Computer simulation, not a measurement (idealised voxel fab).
Title: Process Module voxel self aligned contacts
Square cells of 5 nm make up the cross-section cut, whose width is 205 nm.
A cross-section is a grid of square cells, given in bands from the top down. A band is one or more rows of cells. Band: top and bottom heights (nm) first, top before bottom; then materials from left to right, widths in nm. "everywhere" marks a sole material filling the band edge to edge. "blank" denotes empty space. Heights are reckoned from 0. Under this level, the received wafer is all of one material. The bottommost band is open-ended downward, for example "top 0, no bottom". The notation "30->40" denotes a width that varies across the rows of cells in the band, beginning at the first number in the top row, finishing at the second number in the bottom row, and changing by an identical amount from each row to the next. Given "left unchanged" for a step, no cell of the cross-section differs between before and after that step. Heads up: "Sealed void list" only lists the empty pockets with no open path to the top that are 8 cells or more, and it writes them as width x height at distance, distance from the left edge, in nm. Text after the settings on a step's line: the simulator's own remark on that step. A step's line can hold "overlay nm"; with a mask on that step, the setting says how far right of the planned place the mask lay, while a negative setting says it lay to the left.
-- Here's what the planned process steps look like
1. RECEIVE: material Si
2. CONFORMAL_DEP: material SiO2, thk nm 5
3. DIRECTIONAL_DEP: material polySi, thk nm 25
4. DIRECTIONAL_DEP: material SiN, thk nm 20
5. PATTERN: tone cover, mask id GATE, material resist, width nm 25, pitch nm 50, thk nm 15, overlay nm 0
6. DIRECTIONAL_ETCH: etch materials SiN, depth nm 20
7. DIRECTIONAL_ETCH: etch materials polySi, depth nm 25
8. STRIP: etch materials resist
9. CONFORMAL_DEP: material SiN, thk nm 5
10. DIRECTIONAL_ETCH: etch materials SiN, depth nm 5
11. FILL_DEP: material SiO2, thk nm 20
12. CMP: height nm 60
13. DIRECTIONAL_DEP: material aC, thk nm 15
14. PATTERN: tone open, mask id CONTACT, material resist, width nm 35, pitch nm 50, thk nm 30, overlay nm 0
15. DIRECTIONAL_ETCH: etch materials aC, depth nm 15
16. STRIP: etch materials resist
17. DIRECTIONAL_ETCH: etch materials SiO2, depth nm 60
18. STRIP: etch materials aC
19. CONFORMAL_DEP: material TiN, thk nm 5
20. FILL_DEP: material W, thk nm 5
21. CMP: height nm 60
22. CONFORMAL_DEP: material SiN, thk nm 5
-- So this is the incoming wafer in cross-section - it's already been through step 1
top 0, no bottom = Si everywhere
Sealed void list: none
-- a wafer at the end: this start, this plan, one mistake
top 65, bottom 60 = SiN everywhere
top 60, bottom 55 = SiO2=35 | SiN=35 | TiN=5 | W=5 | TiN=5 | SiN=35 | TiN=5 | W=5 | TiN=5 | SiN=35 | SiO2=35
top 55, bottom 35 = SiO2=35 | SiN=5 | polySi=25 | SiN=5 | TiN=5 | W=5 | TiN=5 | SiN=5 | polySi=25 | SiN=5 | TiN=5 | W=5 | TiN=5 | SiN=5 | polySi=25 | SiN=5 | SiO2=35
top 35, bottom 30 = SiO2=35 | SiN=5 | polySi=25 | SiN=5 | TiN=15 | SiN=5 | polySi=25 | SiN=5 | TiN=15 | SiN=5 | polySi=25 | SiN=5 | SiO2=35
top 30, bottom 5 = polySi everywhere
top 5, bottom 0 = SiO2 everywhere
top 0, no bottom = Si everywhere
Sealed void list: none
The plan and the run diverged here: step 3 in the plan was executed twice
